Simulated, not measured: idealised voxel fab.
The document below concerns the process module designated voxel transistor to metal.
cross-section cut | 165 nm wide | cells 5 nm
Throughout this document, each cross-section is represented as a grid of square cells and is presented as a sequence of bands enumerated from the top downward, where a band comprises one or more rows of cells. Quick guide to a band line: top height, bottom height (nm) up front; then every material left to right with its width in nm. Only one material and it's marked "all across"? Then it fills the band edge to edge. And "blank" just means empty space. Heights are expressed relative to 0, this being the level below which the as-received wafer comprises one material exclusively. The lowest band is unbounded in the downward direction and is denoted as in "0 and below". The width entry "30->40" should be interpreted row by row: the top row of cells in the band takes the first number, the bottom row takes the second number, and the change between adjacent rows is uniform throughout. What does "everything unchanged" mean for a step? It means no cell of the cross-section changed in that step. Heads up: "Unvented voids" only lists the empty pockets with no open path to the top that are 8 cells or more, and it writes them as width x height at distance, distance from the left edge, in nm. Read whatever lies past the settings on a step's line as the simulator's own remark about the step. Steps that use a mask can have "overlay nm" on their line. It says how far the mask sat to the right of where it was meant to be. Negative means to the left. Pairs, read this way: before one process step on the one hand, after it on the other, the after cross-section ending at the lowest band that changed; the step between, settings included, beneath. Same starting wafer throughout, but possibly different runs of this module, so no pair continues from the pair above unless its entry headed "State on entry" says so.
# State on entry
* 50 down to 45 = 45 nm TiN  10 nm blank  55 nm TiN  10 nm blank  45 nm TiN
* 45 down to 35 = 40 nm SiO2  5 nm TiN  10 nm blank  5 nm TiN  45 nm SiO2  5 nm TiN  10 nm blank  5 nm TiN  40 nm SiO2
* 35 down to 25 = 40 nm SiO2  5 nm TiN  10 nm blank  5 nm TiN  5 nm SiN  5 nm SiO2  25 nm SiCN  5 nm SiO2  5 nm SiN  5 nm TiN  10 nm blank  5 nm TiN  40 nm SiO2
* 25 down to 5 = 40 nm SiO2  5 nm TiN  10 nm blank  5 nm TiN  5 nm SiN  5 nm SiO2  25 nm polySi  5 nm SiO2  5 nm SiN  5 nm TiN  10 nm blank  5 nm TiN  40 nm SiO2
* 5 down to 0 = 30 nm SiO2  5 nm SiN  5 nm SiO2  20 nm TiN  5 nm SiN  5 nm SiO2  25 nm polySi  5 nm SiO2  5 nm SiN  20 nm TiN  5 nm SiO2  5 nm SiN  30 nm SiO2
* 0 down to -5 = 35 nm SiO2  25 nm SiGe  45 nm SiO2  25 nm SiGe  35 nm SiO2
* -5 down to -20 = 30 nm SiO2  105 nm Si  30 nm SiO2
* -20 and below = Si all across
* Unvented voids: none
# Post-Step Appearance
* 55 down to 50 = Ru all across
* 50 down to 45 = 45 nm TiN  10 nm Ru  55 nm TiN  10 nm Ru  45 nm TiN
* 45 down to 35 = 40 nm SiO2  5 nm TiN  10 nm Ru  5 nm TiN  45 nm SiO2  5 nm TiN  10 nm Ru  5 nm TiN  40 nm SiO2
* 35 down to 25 = 40 nm SiO2  5 nm TiN  10 nm Ru  5 nm TiN  5 nm SiN  5 nm SiO2  25 nm SiCN  5 nm SiO2  5 nm SiN  5 nm TiN  10 nm Ru  5 nm TiN  40 nm SiO2
* 25 down to 5 = 40 nm SiO2  5 nm TiN  10 nm Ru  5 nm TiN  5 nm SiN  5 nm SiO2  25 nm polySi  5 nm SiO2  5 nm SiN  5 nm TiN  10 nm Ru  5 nm TiN  40 nm SiO2
* Lower than 5, everything is as it was.
* Unvented voids: none
What is the step between the two cross-sections above? FILL_DEP with material Ru, thk nm 5
State on entry: Please consult the pair immediately above; the cross-section it shows after its step is the state before this step.
# Post-Step Appearance
* 45 down to 35 = 40 nm SiO2  5 nm TiN  10 nm Ru  5 nm TiN  45 nm SiO2  5 nm TiN  10 nm Ru  5 nm TiN  40 nm SiO2
* Lower than 35, everything is as it was.
* Unvented voids: none
What is the step between the two cross-sections above? CMP with height nm 45
State on entry: Please consult the pair immediately above; the cross-section it shows after its step is the state before this step.
# Post-Step Appearance
* 50 down to 45 = TiN all across
* Lower than 45, everything is as it was.
* Unvented voids: none
What is the step between the two cross-sections above? DIRECTIONAL_DEP with material TiN, thk nm 5
State on entry: Please consult the pair immediately above; the cross-section it shows after its step is the state before this step.
# Post-Step Appearance
* 70 down to 50 = W all across
* Lower than 50, everything is as it was.
* Unvented voids: none
What is the step between the two cross-sections above? DIRECTIONAL_DEP with material W, thk nm 20
State on entry: Please consult the pair immediately above; the cross-section it shows after its step is the state before this step.
# Post-Step Appearance
* 70 down to 50 = 40 nm blank  20 nm W  45 nm blank  20 nm W  40 nm blank
* Lower than 50, everything is as it was.
* Unvented voids: none
What is the step between the two cross-sections above? MASKED_ETCH with tone cover, mask id METAL_1, width nm 20, pitch nm 65, etch materials W, depth nm 20, overlay nm 0
State on entry: Please consult the pair immediately above; the cross-section it shows after its step is the state before this step.
# Post-Step Appearance
* 70 down to 50 = 40 nm blank  20 nm W  45 nm blank  20 nm W  40 nm blank
* 50 down to 45 = 40 nm blank  20 nm TiN  45 nm blank  20 nm TiN  40 nm blank
* Lower than 45, everything is as it was.
* Unvented voids: none
What is the step between the two cross-sections above? MASKED_ETCH with tone cover, mask id METAL_1, width nm 20, pitch nm 65, etch materials TiN, depth nm 5, overlay nm 0
State on entry: Please consult the pair immediately above; the cross-section it shows after its step is the state before this step.
# Post-Step Appearance
* 75 down to 70 = 35 nm blank  30 nm SiCN  35 nm blank  30 nm SiCN  35 nm blank
* 70 down to 50 = 35 nm blank  5 nm SiCN  20 nm W  5 nm SiCN  35 nm blank  5 nm SiCN  20 nm W  5 nm SiCN  35 nm blank
* 50 down to 45 = 40 nm SiCN  20 nm TiN  45 nm SiCN  20 nm TiN  40 nm SiCN
* Lower than 45, everything is as it was.
* Unvented voids: none
What is the step between the two cross-sections above? CONFORMAL_DEP with material SiCN, thk nm 5
State on entry: Please consult the pair immediately above; the cross-section it shows after its step is the state before this step.
# Post-Step Appearance
* 85 down to 75 = lowk all across
* 75 down to 70 = 35 nm lowk  30 nm SiCN  35 nm lowk  30 nm SiCN  35 nm lowk
* 70 down to 50 = 35 nm lowk  5 nm SiCN  20 nm W  5 nm SiCN  35 nm lowk  5 nm SiCN  20 nm W  5 nm SiCN  35 nm lowk
* Lower than 50, everything is as it was.
* Unvented voids: none
What is the step between the two cross-sections above? FILL_DEP with material lowk, thk nm 10
State on entry: Please consult the pair immediately above; the cross-section it shows after its step is the state before this step.
# Post-Step Appearance
* 70 down to 50 = 35 nm lowk  5 nm SiCN  20 nm W  5 nm SiCN  35 nm lowk  5 nm SiCN  20 nm W  5 nm SiCN  35 nm lowk
* Lower than 50, everything is as it was.
* Unvented voids: none
What is the step between the two cross-sections above? CMP with height nm 70
State on entry: Please consult the pair immediately above; the cross-section it shows after its step is the state before this step.
# Post-Step Appearance
* 75 down to 70 = SiN all across
* Lower than 70, everything is as it was.
* Unvented voids: none
What is the step between the two cross-sections above? CONFORMAL_DEP with material SiN, thk nm 5
# State on entry
* 70 down to 50 = 40 nm blank  20 nm W  45 nm blank  20 nm W  40 nm blank
* 50 down to 45 = TiN all across
* 45 down to 35 = 40 nm SiO2  5 nm TiN  10 nm Ru  5 nm TiN  45 nm SiO2  5 nm TiN  10 nm Ru  5 nm TiN  40 nm SiO2
* 35 down to 25 = 40 nm SiO2  5 nm TiN  10 nm Ru  5 nm TiN  5 nm SiO2  5 nm SiN  5 nm SiO2  15 nm SiCN  5 nm SiO2  5 nm SiN  5 nm SiO2  5 nm TiN  10 nm Ru  5 nm TiN  40 nm SiO2
* 25 down to 5 = 40 nm SiO2  5 nm TiN  10 nm Ru  5 nm TiN  5 nm SiO2  5 nm SiN  5 nm SiO2  15 nm polySi  5 nm SiO2  5 nm SiN  5 nm SiO2  5 nm TiN  10 nm Ru  5 nm TiN  40 nm SiO2
* 5 down to 0 = 30 nm SiO2  5 nm SiN  5 nm SiO2  20 nm TiN  5 nm SiO2  5 nm SiN  5 nm SiO2  15 nm polySi  5 nm SiO2  5 nm SiN  5 nm SiO2  20 nm TiN  5 nm SiO2  5 nm SiN  30 nm SiO2
* 0 down to -5 = 35 nm SiO2  30 nm SiGe  35 nm SiO2  30 nm SiGe  35 nm SiO2
* -5 down to -20 = 30 nm SiO2  105 nm Si  30 nm SiO2
* -20 and below = Si all across
* Unvented voids: none
# Post-Step Appearance
* 70 down to 50 = 40 nm blank  20 nm W  45 nm blank  20 nm W  40 nm blank
* 50 down to 45 = 30 nm blank  30 nm TiN  35 nm blank  30 nm TiN  40 nm blank
* Lower than 45, everything is as it was.
* Unvented voids: none
What is the step between the two cross-sections above? MASKED_ETCH with tone cover, mask id METAL_1, width nm 20, pitch nm 65, etch materials TiN, depth nm 5, overlay nm -10
State on entry: Please consult the pair immediately above; the cross-section it shows after its step is the state before this step.
# Post-Step Appearance
* 75 down to 70 = 35 nm blank  30 nm SiCN  35 nm blank  30 nm SiCN  35 nm blank
* 70 down to 55 = 35 nm blank  5 nm SiCN  20 nm W  5 nm SiCN  35 nm blank  5 nm SiCN  20 nm W  5 nm SiCN  35 nm blank
* 55 down to 50 = 25 nm blank  15 nm SiCN  20 nm W  5 nm SiCN  25 nm blank  15 nm SiCN  20 nm W  5 nm SiCN  35 nm blank
* 50 down to 45 = 30 nm SiCN  30 nm TiN  35 nm SiCN  30 nm TiN  40 nm SiCN
* Lower than 45, everything is as it was.
* Unvented voids: none
What is the step between the two cross-sections above? CONFORMAL_DEP with material SiCN, thk nm 5
State on entry: Please consult the pair immediately above; the cross-section it shows after its step is the state before this step.
# Post-Step Appearance
* 85 down to 75 = lowk all across
* 75 down to 70 = 35 nm lowk  30 nm SiCN  35 nm lowk  30 nm SiCN  35 nm lowk
* 70 down to 55 = 35 nm lowk  5 nm SiCN  20 nm W  5 nm SiCN  35 nm lowk  5 nm SiCN  20 nm W  5 nm SiCN  35 nm lowk
* 55 down to 50 = 25 nm lowk  15 nm SiCN  20 nm W  5 nm SiCN  25 nm lowk  15 nm SiCN  20 nm W  5 nm SiCN  35 nm lowk
* Lower than 50, everything is as it was.
* Unvented voids: none
What is the step between the two cross-sections above? FILL_DEP with material lowk, thk nm 10
State on entry: Please consult the pair immediately above; the cross-section it shows after its step is the state before this step.
# Post-Step Appearance
* 70 down to 55 = 35 nm lowk  5 nm SiCN  20 nm W  5 nm SiCN  35 nm lowk  5 nm SiCN  20 nm W  5 nm SiCN  35 nm lowk
* Lower than 55, everything is as it was.
* Unvented voids: none
What is the step between the two cross-sections above? CMP with height nm 70
State on entry: Please consult the pair immediately above; the cross-section it shows after its step is the state before this step.
# Post-Step Appearance
* 75 down to 70 = SiN all across
* Lower than 70, everything is as it was.
* Unvented voids: none
What is the step between the two cross-sections above? CONFORMAL_DEP with material SiN, thk nm 5
# State on entry
* 35 down to 25 = 75 nm blank  15 nm SiCN  75 nm blank
* 25 down to 5 = 75 nm blank  15 nm polySi  75 nm blank
* 5 down to 0 = 25 nm SiO2  50 nm blank  15 nm polySi  50 nm blank  25 nm SiO2
* 0 down to -5 = SiO2 all across
* -5 down to -20 = 30 nm SiO2  105 nm Si  30 nm SiO2
* -20 and below = Si all across
* Unvented voids: none
# Post-Step Appearance
* 40 down to 25 = 70 nm blank  25 nm SiCN  70 nm blank
* 25 down to 10 = 70 nm blank  5 nm SiCN  15 nm polySi  5 nm SiCN  70 nm blank
* 10 down to 5 = 30 nm SiCN  40 nm blank  5 nm SiCN  15 nm polySi  5 nm SiCN  40 nm blank  30 nm SiCN
* 5 down to 0 = 25 nm SiO2  50 nm SiCN  15 nm polySi  50 nm SiCN  25 nm SiO2
* Lower than 0, everything is as it was.
* Unvented voids: none
What is the step between the two cross-sections above? CONFORMAL_DEP with material SiCN, thk nm 5
State on entry: Please consult the pair immediately above; the cross-section it shows after its step is the state before this step.
# Post-Step Appearance
* 45 down to 40 = 65 nm blank  35 nm SiN  65 nm blank
* 40 down to 25 = 65 nm blank  5 nm SiN  25 nm SiCN  5 nm SiN  65 nm blank
* 25 down to 15 = 65 nm blank  5 nm SiN  5 nm SiCN  15 nm polySi  5 nm SiCN  5 nm SiN  65 nm blank
* 15 down to 10 = 35 nm SiN  30 nm blank  5 nm SiN  5 nm SiCN  15 nm polySi  5 nm SiCN  5 nm SiN  30 nm blank  35 nm SiN
* 10 down to 5 = 30 nm SiCN  40 nm SiN  5 nm SiCN  15 nm polySi  5 nm SiCN  40 nm SiN  30 nm SiCN
* Lower than 5, everything is as it was.
* Unvented voids: none
What is the step between the two cross-sections above? CONFORMAL_DEP with material SiN, thk nm 5
State on entry: Please consult the pair immediately above; the cross-section it shows after its step is the state before this step.
# Post-Step Appearance
* 40 down to 25 = 65 nm blank  5 nm SiN  25 nm SiCN  5 nm SiN  65 nm blank
* 25 down to 10 = 65 nm blank  5 nm SiN  5 nm SiCN  15 nm polySi  5 nm SiCN  5 nm SiN  65 nm blank
* 10 down to 5 = 30 nm SiCN  5 nm SiN  30 nm blank  5 nm SiN  5 nm SiCN  15 nm polySi  5 nm SiCN  5 nm SiN  30 nm blank  5 nm SiN  30 nm SiCN
* Lower than 5, everything is as it was.
* Unvented voids: none
What is the step between the two cross-sections above? DIRECTIONAL_ETCH with etch materials SiN, depth nm 5
State on entry: Please consult the pair immediately above; the cross-section it shows after its step is the state before this step.
# Post-Step Appearance
* 50 down to 40 = SiO2 all across
* 40 down to 25 = 65 nm SiO2  5 nm SiN  25 nm SiCN  5 nm SiN  65 nm SiO2
* 25 down to 10 = 65 nm SiO2  5 nm SiN  5 nm SiCN  15 nm polySi  5 nm SiCN  5 nm SiN  65 nm SiO2
* 10 down to 5 = 30 nm SiCN  5 nm SiN  30 nm SiO2  5 nm SiN  5 nm SiCN  15 nm polySi  5 nm SiCN  5 nm SiN  30 nm SiO2  5 nm SiN  30 nm SiCN
* Lower than 5, everything is as it was.
* Unvented voids: none
What is the step between the two cross-sections above? FILL_DEP with material SiO2, thk nm 10
State on entry: Please consult the pair immediately above; the cross-section it shows after its step is the state before this step.
# Post-Step Appearance
* 35 down to 25 = 65 nm SiO2  5 nm SiN  25 nm SiCN  5 nm SiN  65 nm SiO2
* Lower than 25, everything is as it was.
* Unvented voids: none
What is the step between the two cross-sections above? CMP with height nm 35
State on entry: Please consult the pair immediately above; the cross-section it shows after its step is the state before this step.
# Post-Step Appearance
* 45 down to 35 = SiO2 all across
* Lower than 35, everything is as it was.
* Unvented voids: none
What is the step between the two cross-sections above? DIRECTIONAL_DEP with material SiO2, thk nm 10
State on entry: Please consult the pair immediately above; the cross-section it shows after its step is the state before this step.
# Post-Step Appearance
* 65 down to 45 = 40 nm resist  20 nm blank  45 nm resist  20 nm blank  40 nm resist
* Lower than 45, everything is as it was.
* Unvented voids: none
What is the step between the two cross-sections above? PATTERN with tone open, mask id CONTACT, material resist, width nm 20, pitch nm 65, thk nm 20, overlay nm 0
State on entry: Please consult the pair immediately above; the cross-section it shows after its step is the state before this step.
# Post-Step Appearance
* 65 down to 45 = 40 nm resist  20 nm blank  45 nm resist  20 nm blank  40 nm resist
* 45 down to 35 = 40 nm SiO2  20 nm blank  45 nm SiO2  20 nm blank  40 nm SiO2
* 35 down to 25 = 40 nm SiO2  20 nm blank  5 nm SiO2  5 nm SiN  25 nm SiCN  5 nm SiN  5 nm SiO2  20 nm blank  40 nm SiO2
* 25 down to 10 = 40 nm SiO2  20 nm blank  5 nm SiO2  5 nm SiN  5 nm SiCN  15 nm polySi  5 nm SiCN  5 nm SiN  5 nm SiO2  20 nm blank  40 nm SiO2
* 10 down to 5 = 30 nm SiCN  5 nm SiN  5 nm SiO2  20 nm blank  5 nm SiO2  5 nm SiN  5 nm SiCN  15 nm polySi  5 nm SiCN  5 nm SiN  5 nm SiO2  20 nm blank  5 nm SiO2  5 nm SiN  30 nm SiCN
* Lower than 5, everything is as it was.
* Unvented voids: none
What is the step between the two cross-sections above? DIRECTIONAL_ETCH with etch materials SiO2, depth nm 45
State on entry: Please consult the pair immediately above; the cross-section it shows after its step is the state before this step.
# Post-Step Appearance
* 45 down to 35 = 40 nm SiO2  20 nm blank  45 nm SiO2  20 nm blank  40 nm SiO2
* Lower than 35, everything is as it was.
* Unvented voids: none
What is the step between the two cross-sections above? STRIP with etch materials resist
State on entry: Please consult the pair immediately above; the cross-section it shows after its step is the state before this step.
# Post-Step Appearance
* 50 down to 45 = 45 nm TiN  10 nm blank  55 nm TiN  10 nm blank  45 nm TiN
* 45 down to 35 = 40 nm SiO2  5 nm TiN  10 nm blank  5 nm TiN  45 nm SiO2  5 nm TiN  10 nm blank  5 nm TiN  40 nm SiO2
* 35 down to 25 = 40 nm SiO2  5 nm TiN  10 nm blank  5 nm TiN  5 nm SiO2  5 nm SiN  25 nm SiCN  5 nm SiN  5 nm SiO2  5 nm TiN  10 nm blank  5 nm TiN  40 nm SiO2
* 25 down to 10 = 40 nm SiO2  5 nm TiN  10 nm blank  5 nm TiN  5 nm SiO2  5 nm SiN  5 nm SiCN  15 nm polySi  5 nm SiCN  5 nm SiN  5 nm SiO2  5 nm TiN  10 nm blank  5 nm TiN  40 nm SiO2
* 10 down to 5 = 30 nm SiCN  5 nm SiN  5 nm SiO2  20 nm TiN  5 nm SiO2  5 nm SiN  5 nm SiCN  15 nm polySi  5 nm SiCN  5 nm SiN  5 nm SiO2  20 nm TiN  5 nm SiO2  5 nm SiN  30 nm SiCN
* Lower than 5, everything is as it was.
* Unvented voids: none
What is the step between the two cross-sections above? CONFORMAL_DEP with material TiN, thk nm 5
State on entry: Please consult the pair immediately above; the cross-section it shows after its step is the state before this step.
# Post-Step Appearance
* 55 down to 50 = Ru all across
* 50 down to 45 = 45 nm TiN  10 nm Ru  55 nm TiN  10 nm Ru  45 nm TiN
* 45 down to 35 = 40 nm SiO2  5 nm TiN  10 nm Ru  5 nm TiN  45 nm SiO2  5 nm TiN  10 nm Ru  5 nm TiN  40 nm SiO2
* 35 down to 25 = 40 nm SiO2  5 nm TiN  10 nm Ru  5 nm TiN  5 nm SiO2  5 nm SiN  25 nm SiCN  5 nm SiN  5 nm SiO2  5 nm TiN  10 nm Ru  5 nm TiN  40 nm SiO2
* 25 down to 10 = 40 nm SiO2  5 nm TiN  10 nm Ru  5 nm TiN  5 nm SiO2  5 nm SiN  5 nm SiCN  15 nm polySi  5 nm SiCN  5 nm SiN  5 nm SiO2  5 nm TiN  10 nm Ru  5 nm TiN  40 nm SiO2
* Lower than 10, everything is as it was.
* Unvented voids: none
What is the step between the two cross-sections above? FILL_DEP with material Ru, thk nm 5
State on entry: Please consult the pair immediately above; the cross-section it shows after its step is the state before this step.
# Post-Step Appearance
* 45 down to 35 = 40 nm SiO2  5 nm TiN  10 nm Ru  5 nm TiN  45 nm SiO2  5 nm TiN  10 nm Ru  5 nm TiN  40 nm SiO2
* Lower than 35, everything is as it was.
* Unvented voids: none
What is the step between the two cross-sections above? CMP with height nm 45
State on entry: Please consult the pair immediately above; the cross-section it shows after its step is the state before this step.
# Post-Step Appearance
* 50 down to 45 = TiN all across
* Lower than 45, everything is as it was.
* Unvented voids: none
What is the step between the two cross-sections above? DIRECTIONAL_DEP with material TiN, thk nm 5
State on entry: Please consult the pair immediately above; the cross-section it shows after its step is the state before this step.
# Post-Step Appearance
* 70 down to 50 = W all across
* Lower than 50, everything is as it was.
* Unvented voids: none
What is the step between the two cross-sections above? DIRECTIONAL_DEP with material W, thk nm 20
State on entry: Please consult the pair immediately above; the cross-section it shows after its step is the state before this step.
# Post-Step Appearance
* 70 down to 50 = 40 nm blank  20 nm W  45 nm blank  20 nm W  40 nm blank
* Lower than 50, everything is as it was.
* Unvented voids: none
What is the step between the two cross-sections above? MASKED_ETCH with tone cover, mask id METAL_1, width nm 20, pitch nm 65, etch materials W, depth nm 20, overlay nm 0
State on entry: Please consult the pair immediately above; the cross-section it shows after its step is the state before this step.
# Post-Step Appearance
* 70 down to 50 = 40 nm blank  20 nm W  45 nm blank  20 nm W  40 nm blank
* 50 down to 45 = 40 nm blank  20 nm TiN  45 nm blank  20 nm TiN  40 nm blank
* Lower than 45, everything is as it was.
* Unvented voids: none
What is the step between the two cross-sections above? MASKED_ETCH with tone cover, mask id METAL_1, width nm 20, pitch nm 65, etch materials TiN, depth nm 5, overlay nm 0
State on entry: Please consult the pair immediately above; the cross-section it shows after its step is the state before this step.
# Post-Step Appearance
* 75 down to 70 = 35 nm blank  30 nm SiCN  35 nm blank  30 nm SiCN  35 nm blank
* 70 down to 50 = 35 nm blank  5 nm SiCN  20 nm W  5 nm SiCN  35 nm blank  5 nm SiCN  20 nm W  5 nm SiCN  35 nm blank
* 50 down to 45 = 40 nm SiCN  20 nm TiN  45 nm SiCN  20 nm TiN  40 nm SiCN
* Lower than 45, everything is as it was.
* Unvented voids: none
What is the step between the two cross-sections above? CONFORMAL_DEP with material SiCN, thk nm 5
State on entry: Please consult the pair immediately above; the cross-section it shows after its step is the state before this step.
# Post-Step Appearance
* 85 down to 75 = lowk all across
* 75 down to 70 = 35 nm lowk  30 nm SiCN  35 nm lowk  30 nm SiCN  35 nm lowk
* 70 down to 50 = 35 nm lowk  5 nm SiCN  20 nm W  5 nm SiCN  35 nm lowk  5 nm SiCN  20 nm W  5 nm SiCN  35 nm lowk
* Lower than 50, everything is as it was.
* Unvented voids: none
What is the step between the two cross-sections above? FILL_DEP with material lowk, thk nm 10
State on entry: Please consult the pair immediately above; the cross-section it shows after its step is the state before this step.
# Post-Step Appearance
* 70 down to 50 = 35 nm lowk  5 nm SiCN  20 nm W  5 nm SiCN  35 nm lowk  5 nm SiCN  20 nm W  5 nm SiCN  35 nm lowk
* Lower than 50, everything is as it was.
* Unvented voids: none
What is the step between the two cross-sections above? CMP with height nm 70
State on entry: Please consult the pair immediately above; the cross-section it shows after its step is the state before this step.
# Post-Step Appearance
* 75 down to 70 = SiN all across
* Lower than 70, everything is as it was.
* Unvented voids: none
What is the step between the two cross-sections above? CONFORMAL_DEP with material SiN, thk nm 5
# State on entry
* 45 down to 35 = SiO2 all across
* 35 down to 25 = 65 nm SiO2  5 nm SiN  5 nm SiO2  15 nm SiCN  5 nm SiO2  5 nm SiN  65 nm SiO2
* 25 down to 5 = 65 nm SiO2  5 nm SiN  5 nm SiO2  15 nm polySi  5 nm SiO2  5 nm SiN  65 nm SiO2
* 5 down to 0 = 30 nm SiO2  5 nm SiN  30 nm SiO2  5 nm SiN  5 nm SiO2  15 nm polySi  5 nm SiO2  5 nm SiN  30 nm SiO2  5 nm SiN  30 nm SiO2
* 0 down to -5 = 35 nm SiO2  30 nm SiGe  35 nm SiO2  30 nm SiGe  35 nm SiO2
* -5 down to -20 = 30 nm SiO2  105 nm Si  30 nm SiO2
* -20 and below = Si all across
* Unvented voids: none
# Post-Step Appearance
* 65 down to 45 = 40 nm blank  20 nm resist  45 nm blank  20 nm resist  40 nm blank
* Lower than 45, everything is as it was.
* Unvented voids: none
What is the step between the two cross-sections above? PATTERN with tone cover, mask id CONTACT, material resist, width nm 20, pitch nm 65, thk nm 20, overlay nm 0
State on entry: Please consult the pair immediately above; the cross-section it shows after its step is the state before this step.
# Post-Step Appearance
* 65 down to 45 = 40 nm blank  20 nm resist  45 nm blank  20 nm resist  40 nm blank
* 45 down to 35 = 40 nm blank  20 nm SiO2  45 nm blank  20 nm SiO2  40 nm blank
* 35 down to 25 = 40 nm blank  20 nm SiO2  5 nm blank  5 nm SiN  5 nm blank  15 nm SiCN  5 nm blank  5 nm SiN  5 nm blank  20 nm SiO2  40 nm blank
* 25 down to 5 = 40 nm blank  20 nm SiO2  5 nm blank  5 nm SiN  5 nm blank  15 nm polySi  5 nm blank  5 nm SiN  5 nm blank  20 nm SiO2  40 nm blank
* 5 down to 0 = 30 nm blank  5 nm SiN  5 nm blank  20 nm SiO2  5 nm blank  5 nm SiN  5 nm blank  15 nm polySi  5 nm blank  5 nm SiN  5 nm blank  20 nm SiO2  5 nm blank  5 nm SiN  30 nm blank
* Lower than 0, everything is as it was.
* Unvented voids: none
What is the step between the two cross-sections above? DIRECTIONAL_ETCH with etch materials SiO2, depth nm 45
State on entry: Please consult the pair immediately above; the cross-section it shows after its step is the state before this step.
# Post-Step Appearance
* 45 down to 35 = 40 nm blank  20 nm SiO2  45 nm blank  20 nm SiO2  40 nm blank
* Lower than 35, everything is as it was.
* Unvented voids: none
What is the step between the two cross-sections above? STRIP with etch materials resist
State on entry: Please consult the pair immediately above; the cross-section it shows after its step is the state before this step.
# Post-Step Appearance
* 50 down to 45 = 35 nm blank  30 nm TiN  35 nm blank  30 nm TiN  35 nm blank
* 45 down to 40 = 35 nm blank  5 nm TiN  20 nm SiO2  5 nm TiN  35 nm blank  5 nm TiN  20 nm SiO2  5 nm TiN  35 nm blank
* 40 down to 35 = 35 nm blank  5 nm TiN  20 nm SiO2  45 nm TiN  20 nm SiO2  5 nm TiN  35 nm blank
* 35 down to 25 = 35 nm blank  5 nm TiN  20 nm SiO2  5 nm TiN  5 nm SiN  5 nm TiN  15 nm SiCN  5 nm TiN  5 nm SiN  5 nm TiN  20 nm SiO2  5 nm TiN  35 nm blank
* 25 down to 10 = 35 nm blank  5 nm TiN  20 nm SiO2  5 nm TiN  5 nm SiN  5 nm TiN  15 nm polySi  5 nm TiN  5 nm SiN  5 nm TiN  20 nm SiO2  5 nm TiN  35 nm blank
* 10 down to 5 = 25 nm blank  15 nm TiN  20 nm SiO2  5 nm TiN  5 nm SiN  5 nm TiN  15 nm polySi  5 nm TiN  5 nm SiN  5 nm TiN  20 nm SiO2  15 nm TiN  25 nm blank
* 5 down to 0 = 30 nm TiN  5 nm SiN  5 nm TiN  20 nm SiO2  5 nm TiN  5 nm SiN  5 nm TiN  15 nm polySi  5 nm TiN  5 nm SiN  5 nm TiN  20 nm SiO2  5 nm TiN  5 nm SiN  30 nm TiN
* Lower than 0, everything is as it was.
* Unvented voids: none
What is the step between the two cross-sections above? CONFORMAL_DEP with material TiN, thk nm 5
State on entry: Please consult the pair immediately above; the cross-section it shows after its step is the state before this step.
# Post-Step Appearance
* 55 down to 50 = Ru all across
* 50 down to 45 = 35 nm Ru  30 nm TiN  35 nm Ru  30 nm TiN  35 nm Ru
* 45 down to 40 = 35 nm Ru  5 nm TiN  20 nm SiO2  5 nm TiN  35 nm Ru  5 nm TiN  20 nm SiO2  5 nm TiN  35 nm Ru
* 40 down to 35 = 35 nm Ru  5 nm TiN  20 nm SiO2  45 nm TiN  20 nm SiO2  5 nm TiN  35 nm Ru
* 35 down to 25 = 35 nm Ru  5 nm TiN  20 nm SiO2  5 nm TiN  5 nm SiN  5 nm TiN  15 nm SiCN  5 nm TiN  5 nm SiN  5 nm TiN  20 nm SiO2  5 nm TiN  35 nm Ru
* 25 down to 10 = 35 nm Ru  5 nm TiN  20 nm SiO2  5 nm TiN  5 nm SiN  5 nm TiN  15 nm polySi  5 nm TiN  5 nm SiN  5 nm TiN  20 nm SiO2  5 nm TiN  35 nm Ru
* 10 down to 5 = 25 nm Ru  15 nm TiN  20 nm SiO2  5 nm TiN  5 nm SiN  5 nm TiN  15 nm polySi  5 nm TiN  5 nm SiN  5 nm TiN  20 nm SiO2  15 nm TiN  25 nm Ru
* Lower than 5, everything is as it was.
* Unvented voids: none
What is the step between the two cross-sections above? FILL_DEP with material Ru, thk nm 5
State on entry: Please consult the pair immediately above; the cross-section it shows after its step is the state before this step.
# Post-Step Appearance
* 45 down to 40 = 35 nm Ru  5 nm TiN  20 nm SiO2  5 nm TiN  35 nm Ru  5 nm TiN  20 nm SiO2  5 nm TiN  35 nm Ru
* Lower than 40, everything is as it was.
* Unvented voids: none
What is the step between the two cross-sections above? CMP with height nm 45
State on entry: Please consult the pair immediately above; the cross-section it shows after its step is the state before this step.
# Post-Step Appearance
* 50 down to 45 = TiN all across
* Lower than 45, everything is as it was.
* Unvented voids: none
What is the step between the two cross-sections above? DIRECTIONAL_DEP with material TiN, thk nm 5
State on entry: Please consult the pair immediately above; the cross-section it shows after its step is the state before this step.
# Post-Step Appearance
* 70 down to 50 = W all across
* Lower than 50, everything is as it was.
* Unvented voids: none
What is the step between the two cross-sections above? DIRECTIONAL_DEP with material W, thk nm 20
State on entry: Please consult the pair immediately above; the cross-section it shows after its step is the state before this step.
# Post-Step Appearance
* 70 down to 50 = 40 nm blank  20 nm W  45 nm blank  20 nm W  40 nm blank
* Lower than 50, everything is as it was.
* Unvented voids: none
What is the step between the two cross-sections above? MASKED_ETCH with tone cover, mask id METAL_1, width nm 20, pitch nm 65, etch materials W, depth nm 20, overlay nm 0
State on entry: Please consult the pair immediately above; the cross-section it shows after its step is the state before this step.
# Post-Step Appearance
* 70 down to 50 = 40 nm blank  20 nm W  45 nm blank  20 nm W  40 nm blank
* 50 down to 45 = 40 nm blank  20 nm TiN  45 nm blank  20 nm TiN  40 nm blank
* Lower than 45, everything is as it was.
* Unvented voids: none
What is the step between the two cross-sections above? MASKED_ETCH with tone cover, mask id METAL_1, width nm 20, pitch nm 65, etch materials TiN, depth nm 5, overlay nm 0
State on entry: Please consult the pair immediately above; the cross-section it shows after its step is the state before this step.
# Post-Step Appearance
* 75 down to 70 = 35 nm blank  30 nm SiCN  35 nm blank  30 nm SiCN  35 nm blank
* 70 down to 50 = 35 nm blank  5 nm SiCN  20 nm W  5 nm SiCN  35 nm blank  5 nm SiCN  20 nm W  5 nm SiCN  35 nm blank
* 50 down to 45 = 40 nm SiCN  20 nm TiN  45 nm SiCN  20 nm TiN  40 nm SiCN
* Lower than 45, everything is as it was.
* Unvented voids: none
What is the step between the two cross-sections above? CONFORMAL_DEP with material SiCN, thk nm 5
State on entry: Please consult the pair immediately above; the cross-section it shows after its step is the state before this step.
# Post-Step Appearance
* 85 down to 75 = lowk all across
* 75 down to 70 = 35 nm lowk  30 nm SiCN  35 nm lowk  30 nm SiCN  35 nm lowk
* 70 down to 50 = 35 nm lowk  5 nm SiCN  20 nm W  5 nm SiCN  35 nm lowk  5 nm SiCN  20 nm W  5 nm SiCN  35 nm lowk
* Lower than 50, everything is as it was.
* Unvented voids: none
What is the step between the two cross-sections above? FILL_DEP with material lowk, thk nm 10
State on entry: Please consult the pair immediately above; the cross-section it shows after its step is the state before this step.
# Post-Step Appearance
* 70 down to 50 = 35 nm lowk  5 nm SiCN  20 nm W  5 nm SiCN  35 nm lowk  5 nm SiCN  20 nm W  5 nm SiCN  35 nm lowk
* Lower than 50, everything is as it was.
* Unvented voids: none
What is the step between the two cross-sections above? CMP with height nm 70
